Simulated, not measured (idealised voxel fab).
process module | voxel transistor to metal
cross-section cut | 295 nm wide | cells 5 nm
A cross-section is a grid of square cells, given in bands from the top down. A band is one or more rows of cells.
Each band's line starts with the height of the band's top and of its bottom, in nm. Then come its materials from left to right, each with its width in nm. One material with "throughout" fills the band from edge to edge. "air" is empty space.
Height 0 is the level under which the wafer as received is all one material. The lowest band goes on downwards, as in "0 down".
A width such as "30 to 40" changes by the same amount from each row of cells to the next, from the band's top row to its bottom row.
"no change" after a step means that no cell of the cross-section changed.
closed voids: empty space of 8 cells or more with no open way to the top, each as width x height at its distance from the left edge, in nm
after a step's settings: what the simulator itself notes on the step
overlay nm, on a step with a mask: how far to the right of its planned place the mask lay; to the left if negative
plan
1 op RECEIVE | material Si
2 op OXIDIZE | depth nm 5
3 op CONFORMAL_DEP | material SiN | thk nm 10
4 op DIRECTIONAL_DEP | material aC | thk nm 15
5 op PATTERN | tone cover | mask id ACTIVE | material resist | width nm 110 | pitch nm 140 | thk nm 30 | overlay nm -5
6 op DIRECTIONAL_ETCH | etch materials aC | depth nm 15
7 op STRIP | etch materials resist
8 op DIRECTIONAL_ETCH | etch materials SiN | depth nm 10
9 op DIRECTIONAL_ETCH | etch materials SiO2 | depth nm 5
10 op DIRECTIONAL_ETCH | etch materials Si | depth nm 30
11 op STRIP | etch materials aC
12 op FILL_DEP | material SiO2 | thk nm 5
13 op CMP | height nm 10
14 op SELECTIVE_ETCH | etch materials SiO2 | depth nm 5
15 op STRIP | etch materials SiN
16 op SELECTIVE_ETCH | etch materials SiO2 | depth nm 5
17 op OXIDIZE | depth nm 5
18 op DIRECTIONAL_DEP | material polySi | thk nm 30
19 op DIRECTIONAL_DEP | material SiCN | thk nm 10
20 op PATTERN | tone cover | mask id GATE | material resist | width nm 20 | pitch nm 140 | thk nm 20 | overlay nm 0
21 op DIRECTIONAL_ETCH | etch materials SiCN | depth nm 20
22 op DIRECTIONAL_ETCH | etch materials polySi | depth nm 40
23 op STRIP | etch materials resist
24 op CONFORMAL_DEP | material SiO2 | thk nm 5
25 op DIRECTIONAL_ETCH | etch materials SiO2 | depth nm 5
26 op CONFORMAL_DEP | material SiN | thk nm 5
27 op DIRECTIONAL_ETCH | etch materials SiN | depth nm 5
28 op DIRECTIONAL_ETCH | etch materials SiO2 | depth nm 5
29 op DIRECTIONAL_ETCH | etch materials Si | depth nm 10
30 op EPI | material SiGe | thk nm 15
31 op FILL_DEP | material SiO2 | thk nm 5
32 op CMP | height nm 35
33 op DIRECTIONAL_DEP | material SiO2 | thk nm 10
34 op PATTERN | tone open | mask id CONTACT | material resist | width nm 35 | thk nm 15 | overlay nm 0
35 op DIRECTIONAL_ETCH | etch materials SiO2 | depth nm 40
36 op STRIP | etch materials resist
37 op CONFORMAL_DEP | material TiN | thk nm 5
38 op FILL_DEP | material Ru | thk nm 5
39 op CMP | height nm 45
40 op DIRECTIONAL_DEP | material TiN | thk nm 5
41 op DIRECTIONAL_DEP | material W | thk nm 20
42 op DIRECTIONAL_DEP | material aC | thk nm 10
43 op PATTERN | tone cover | mask id METAL_1 | material resist | width nm 20 | thk nm 25 | overlay nm 0
44 op DIRECTIONAL_ETCH | etch materials aC | depth nm 10
45 op STRIP | etch materials resist
46 op DIRECTIONAL_ETCH | etch materials W | depth nm 20
47 op DIRECTIONAL_ETCH | etch materials TiN | depth nm 5
48 op STRIP | etch materials aC
49 op CONFORMAL_DEP | material SiN | thk nm 5
50 op FILL_DEP | material SiO2 | thk nm 10
51 op CMP | height nm 70
52 op CONFORMAL_DEP | material SiCN | thk nm 5
varied across the wafers: overlay nm of step 5. The plan shows the first wafer's value. All wafers start alike
first wafer as received, after step 1
  0 down: Si throughout
  closed voids: none
each wafer at the end: cells of each material gained (+) or lost (-) since it was received, then its closed voids
overlay nm -5 | +116 Ru | -241 Si | +75 SiCN | +120 SiGe | +111 SiN | +492 SiO2 | +100 TiN | +64 W | +48 polySi | closed voids: none
overlay nm 0 | +116 Ru | -241 Si | +75 SiCN | +124 SiGe | +111 SiN | +488 SiO2 | +100 TiN | +64 W | +48 polySi | closed voids: none
overlay nm 5 | +116 Ru | -241 Si | +75 SiCN | +120 SiGe | +111 SiN | +492 SiO2 | +100 TiN | +64 W | +48 polySi | closed voids: none
overlay nm 10 | +116 Ru | -241 Si | +75 SiCN | +116 SiGe | +111 SiN | +496 SiO2 | +100 TiN | +64 W | +48 polySi | closed voids: none
